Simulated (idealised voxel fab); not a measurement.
Module name: voxel capacitor over wiring (process module)
FYI the section here is cut, 240 nm wide, cells are 5 nm squares.
A cross-section is a grid of square cells, given in bands from the top down. A band is one or more rows of cells.
First you get the band's top height and its bottom height, in nm, and then the materials it's made of, left to right, with each width in nm. If you see a single material with "all across", that one covers the band edge to edge. "air" is empty space.
A quick word on heights: they are counted from 0, and under that level the wafer as it came to us is one material throughout. The lowest band is different from the rest in having no bottom; it simply continues downward, written as in "0 and below".
Per-row width for "30 to 40": begins at first number (top row of band), ends at second number (bottom row), increment between rows held constant.
Given "remained the same" for a step, no cell of the cross-section differs between before and after that step.
Closed internal cavities: empty space of 8 cells or more with no open way to the top, each as width x height at its distance from the left edge, in nm
Heads up: the bit after the settings on a step's line is the simulator's remark on that step.
overlay nm: mask offset rightward from planned place, masked step; negative means leftward offset.
The planned process steps are enumerated hereunder
- 1: RECEIVE with material Si
- 2: CONFORMAL_DEP with material SiO2, thk nm 15
- 3: DIRECTIONAL_DEP with material TiN, thk nm 5
- 4: DIRECTIONAL_DEP with material W, thk nm 25
- 5: MASKED_ETCH with tone cover, mask id METAL_1, width nm 20, pitch nm 80, etch materials W, depth nm 25, overlay nm 0
- 6: MASKED_ETCH with tone cover, mask id METAL_1, width nm 20, pitch nm 80, etch materials TiN, depth nm 5, overlay nm 0
- 7: CONFORMAL_DEP with material SiN, thk nm 5
- 8: FILL_DEP with material lowk, thk nm 10
- 9: CMP with height nm 45
- 10: CONFORMAL_DEP with material SiCN, thk nm 5
- 11: DIRECTIONAL_DEP with material SiO2, thk nm 10
- 12: MASKED_ETCH with tone open, mask id PLUG_1, width nm 15, etch materials SiO2, depth nm 10, overlay nm 0
- 13: MASKED_ETCH with tone open, mask id PLUG_1, width nm 15, etch materials SiCN, depth nm 5, overlay nm 0
- 14: EPI with material Ru, thk nm 10
- 15: EPI with material Ru, thk nm 5
- 16: DIRECTIONAL_DEP with material TiN, thk nm 5
- 17: DIRECTIONAL_DEP with material Al2O3, thk nm 5
- 18: DIRECTIONAL_DEP with material TiN, thk nm 10
- 19: PATTERN with tone cover, mask id UPPER_PLATE, material resist, width nm 65, thk nm 20, overlay nm 0
- 20: DIRECTIONAL_ETCH with etch materials TiN, depth nm 10
- 21: DIRECTIONAL_ETCH with etch materials Al2O3, depth nm 5
- 22: STRIP with etch materials resist
- 23: PATTERN with tone cover, mask id LOWER_PLATE, material resist, width nm 75, thk nm 15, overlay nm 0
- 24: DIRECTIONAL_ETCH with etch materials TiN, depth nm 5
- 25: STRIP with etch materials resist
- 26: FILL_DEP with material SiO2, thk nm 15
- 27: CMP with height nm 90
- 28: PATTERN with tone open, mask id PLUG_2, material resist, width nm 15, thk nm 20, overlay nm 0
- 29: DIRECTIONAL_ETCH with etch materials SiO2, depth nm 10
- 30: STRIP with etch materials resist
- 31: CONFORMAL_DEP with material TiN, thk nm 5
- 32: FILL_DEP with material Cu, thk nm 10
- 33: CMP with height nm 90
- 34: CONFORMAL_DEP with material SiN, thk nm 5
Concerning the first of two wafers, which was run in accordance with the plan
Cross-sectional view of the wafer in its as-received condition, corresponding to the state after step 1
  0 and below | Si all across
  Closed internal cavities: none
Cross-section of the wafer after step 2
  15 down to 0 | SiO2 all across
  Everything under 0 stays put, no change at all.
Cross-section of the wafer after step 3
  20 down to 15 | TiN all across
  Everything under 15 stays put, no change at all.
Cross-section of the wafer after step 4
  45 down to 20 | W all across
  Everything under 20 stays put, no change at all.
Cross-section of the wafer after step 5
  45 down to 20 | 70 air, then 20 W, then 60 air, then 20 W, then 70 air
  Everything under 20 stays put, no change at all.
Cross-section of the wafer after step 6
  45 down to 20 | 70 air, then 20 W, then 60 air, then 20 W, then 70 air
  20 down to 15 | 70 air, then 20 TiN, then 60 air, then 20 TiN, then 70 air
  Everything under 15 stays put, no change at all.
Cross-section of the wafer after step 7
  50 down to 45 | 65 air, then 30 SiN, then 50 air, then 30 SiN, then 65 air
  45 down to 20 | 65 air, then 5 SiN, then 20 W, then 5 SiN, then 50 air, then 5 SiN, then 20 W, then 5 SiN, then 65 air
  20 down to 15 | 70 SiN, then 20 TiN, then 60 SiN, then 20 TiN, then 70 SiN
  Everything under 15 stays put, no change at all.
Cross-section of the wafer after step 8
  60 down to 50 | lowk all across
  50 down to 45 | 65 lowk, then 30 SiN, then 50 lowk, then 30 SiN, then 65 lowk
  45 down to 20 | 65 lowk, then 5 SiN, then 20 W, then 5 SiN, then 50 lowk, then 5 SiN, then 20 W, then 5 SiN, then 65 lowk
  Everything under 20 stays put, no change at all.
Cross-section of the wafer after step 9
  45 down to 20 | 65 lowk, then 5 SiN, then 20 W, then 5 SiN, then 50 lowk, then 5 SiN, then 20 W, then 5 SiN, then 65 lowk
  Everything under 20 stays put, no change at all.
Cross-section of the wafer after step 10
  50 down to 45 | SiCN all across
  Everything under 45 stays put, no change at all.
Cross-section of the wafer after step 11
  60 down to 50 | SiO2 all across
  Everything under 50 stays put, no change at all.
Cross-section of the wafer after step 12
  60 down to 50 | 75 SiO2, then 15 air, then 150 SiO2
  Everything under 50 stays put, no change at all.
Cross-section of the wafer after step 13
  60 down to 50 | 75 SiO2, then 15 air, then 150 SiO2
  50 down to 45 | 75 SiCN, then 15 air, then 150 SiCN
  Everything under 45 stays put, no change at all.
Cross-section of the wafer after step 14
  60 down to 55 | 75 SiO2, then 15 air, then 150 SiO2
  55 down to 50 | 75 SiO2, then 15 Ru, then 150 SiO2
  50 down to 45 | 75 SiCN, then 15 Ru, then 150 SiCN
  Everything under 45 stays put, no change at all.
Cross-section of the wafer after step 15
  60 down to 50 | 75 SiO2, then 15 Ru, then 150 SiO2
  Everything under 50 stays put, no change at all.
Cross-section of the wafer after step 16
  65 down to 60 | TiN all across
  Everything under 60 stays put, no change at all.
Cross-section of the wafer after step 17
  70 down to 65 | Al2O3 all across
  Everything under 65 stays put, no change at all.
Cross-section of the wafer after step 18
  80 down to 70 | TiN all across
  Everything under 70 stays put, no change at all.
Cross-section of the wafer after step 19
  100 down to 80 | 75 air, then 65 resist, then 100 air
  Everything under 80 stays put, no change at all.
Cross-section of the wafer after step 20
  100 down to 80 | 75 air, then 65 resist, then 100 air
  80 down to 70 | 75 air, then 65 TiN, then 100 air
  Everything under 70 stays put, no change at all.
Cross-section of the wafer after step 21
  100 down to 80 | 75 air, then 65 resist, then 100 air
  80 down to 70 | 75 air, then 65 TiN, then 100 air
  70 down to 65 | 75 air, then 65 Al2O3, then 100 air
  Everything under 65 stays put, no change at all.
Cross-section of the wafer after step 22
  80 down to 70 | 75 air, then 65 TiN, then 100 air
  Everything under 70 stays put, no change at all.
Cross-section of the wafer after step 23
  95 down to 80 | 70 air, then 75 resist, then 95 air
  80 down to 70 | 70 air, then 5 resist, then 65 TiN, then 5 resist, then 95 air
  70 down to 65 | 70 air, then 5 resist, then 65 Al2O3, then 5 resist, then 95 air
  Everything under 65 stays put, no change at all.
Cross-section of the wafer after step 24
  95 down to 80 | 70 air, then 75 resist, then 95 air
  80 down to 70 | 70 air, then 5 resist, then 65 TiN, then 5 resist, then 95 air
  70 down to 65 | 70 air, then 5 resist, then 65 Al2O3, then 5 resist, then 95 air
  65 down to 60 | 70 air, then 75 TiN, then 95 air
  Everything under 60 stays put, no change at all.
Cross-section of the wafer after step 25
  80 down to 70 | 75 air, then 65 TiN, then 100 air
  70 down to 65 | 75 air, then 65 Al2O3, then 100 air
  Everything under 65 stays put, no change at all.
Cross-section of the wafer after step 26
  95 down to 80 | SiO2 all across
  80 down to 70 | 75 SiO2, then 65 TiN, then 100 SiO2
  70 down to 65 | 75 SiO2, then 65 Al2O3, then 100 SiO2
  65 down to 60 | 70 SiO2, then 75 TiN, then 95 SiO2
  Everything under 60 stays put, no change at all.
Cross-section of the wafer after step 27
  90 down to 80 | SiO2 all across
  Everything under 80 stays put, no change at all.
Cross-section of the wafer after step 28
  110 down to 90 | 85 resist, then 15 air, then 140 resist
  Everything under 90 stays put, no change at all.
Cross-section of the wafer after step 29
  110 down to 90 | 85 resist, then 15 air, then 140 resist
  90 down to 80 | 85 SiO2, then 15 air, then 140 SiO2
  Everything under 80 stays put, no change at all.
Cross-section of the wafer after step 30
  90 down to 80 | 85 SiO2, then 15 air, then 140 SiO2
  Everything under 80 stays put, no change at all.
Cross-section of the wafer after step 31
  95 down to 90 | 90 TiN, then 5 air, then 145 TiN
  90 down to 85 | 85 SiO2, then 5 TiN, then 5 air, then 5 TiN, then 140 SiO2
  85 down to 80 | 85 SiO2, then 15 TiN, then 140 SiO2
  Everything under 80 stays put, no change at all.
Cross-section of the wafer after step 32
  105 down to 95 | Cu all across
  95 down to 90 | 90 TiN, then 5 Cu, then 145 TiN
  90 down to 85 | 85 SiO2, then 5 TiN, then 5 Cu, then 5 TiN, then 140 SiO2
  Everything under 85 stays put, no change at all.
Cross-section of the wafer after step 33
  90 down to 85 | 85 SiO2, then 5 TiN, then 5 Cu, then 5 TiN, then 140 SiO2
  Everything under 85 stays put, no change at all.
Cross-section of the wafer after step 34
  95 down to 90 | SiN all across
  Everything under 90 stays put, no change at all.
Companion wafer, the second of two: same beginning, same intended sequence, one mistake in carrying it out; through step 15 inclusive it tracks the first exactly
Second wafer cross-section, taken as of the time the plan sets for step 16 to be done
  65 down to 60 | Al2O3 all across
  Everything under 60 stays put, no change at all.
Second wafer cross-section, taken as of the time the plan sets for step 17 to be done
  70 down to 65 | TiN all across
  Everything under 65 stays put, no change at all.
Second wafer cross-section, taken as of the time the plan sets for step 18 to be done
  80 down to 65 | TiN all across
  Everything under 65 stays put, no change at all.
Second wafer cross-section, taken as of the time the plan sets for step 19 to be done
  100 down to 80 | 75 air, then 65 resist, then 100 air
  Everything under 80 stays put, no change at all.
Second wafer cross-section, taken as of the time the plan sets for step 20 to be done
  100 down to 80 | 75 air, then 65 resist, then 100 air
  80 down to 70 | 75 air, then 65 TiN, then 100 air
  Everything under 70 stays put, no change at all.
Second wafer cross-section, taken as of the time the plan sets for step 21 to be done: remained the same
Second wafer cross-section, taken as of the time the plan sets for step 22 to be done
  80 down to 70 | 75 air, then 65 TiN, then 100 air
  Everything under 70 stays put, no change at all.
Second wafer cross-section, taken as of the time the plan sets for step 23 to be done
  95 down to 80 | 70 air, then 75 resist, then 95 air
  80 down to 70 | 70 air, then 5 resist, then 65 TiN, then 5 resist, then 95 air
  Everything under 70 stays put, no change at all.
Second wafer cross-section, taken as of the time the plan sets for step 24 to be done
  95 down to 80 | 70 air, then 75 resist, then 95 air
  80 down to 70 | 70 air, then 5 resist, then 65 TiN, then 5 resist, then 95 air
  70 down to 65 | 70 air, then 75 TiN, then 95 air
  Everything under 65 stays put, no change at all.
Second wafer cross-section, taken as of the time the plan sets for step 25 to be done
  80 down to 70 | 75 air, then 65 TiN, then 100 air
  Everything under 70 stays put, no change at all.
Second wafer cross-section, taken as of the time the plan sets for step 26 to be done
  95 down to 80 | SiO2 all across
  80 down to 70 | 75 SiO2, then 65 TiN, then 100 SiO2
  70 down to 65 | 70 SiO2, then 75 TiN, then 95 SiO2
  Everything under 65 stays put, no change at all.
Second wafer cross-section, taken as of the time the plan sets for step 27 to be done
  90 down to 80 | SiO2 all across
  Everything under 80 stays put, no change at all.
Second wafer cross-section, taken as of the time the plan sets for step 28 to be done
  110 down to 90 | 85 resist, then 15 air, then 140 resist
  Everything under 90 stays put, no change at all.
Second wafer cross-section, taken as of the time the plan sets for step 29 to be done
  110 down to 90 | 85 resist, then 15 air, then 140 resist
  90 down to 80 | 85 SiO2, then 15 air, then 140 SiO2
  Everything under 80 stays put, no change at all.
Second wafer cross-section, taken as of the time the plan sets for step 30 to be done
  90 down to 80 | 85 SiO2, then 15 air, then 140 SiO2
  Everything under 80 stays put, no change at all.
Second wafer cross-section, taken as of the time the plan sets for step 31 to be done
  95 down to 90 | 90 TiN, then 5 air, then 145 TiN
  90 down to 85 | 85 SiO2, then 5 TiN, then 5 air, then 5 TiN, then 140 SiO2
  85 down to 80 | 85 SiO2, then 15 TiN, then 140 SiO2
  Everything under 80 stays put, no change at all.
Second wafer cross-section, taken as of the time the plan sets for step 32 to be done
  105 down to 95 | Cu all across
  95 down to 90 | 90 TiN, then 5 Cu, then 145 TiN
  90 down to 85 | 85 SiO2, then 5 TiN, then 5 Cu, then 5 TiN, then 140 SiO2
  Everything under 85 stays put, no change at all.
Second wafer cross-section, taken as of the time the plan sets for step 33 to be done
  90 down to 85 | 85 SiO2, then 5 TiN, then 5 Cu, then 5 TiN, then 140 SiO2
  Everything under 85 stays put, no change at all.
Second wafer cross-section, taken as of the time the plan sets for step 34 to be done
  95 down to 90 | SiN all across
  Everything under 90 stays put, no change at all.
Misprocessing identified: step 17 occupied the plan position of step 16, and the converse holds as well
Looking at both finished wafers in cells, the second ends up ahead of or behind the first on some materials: Al2O3: 35 more | SiO2: 35 fewer
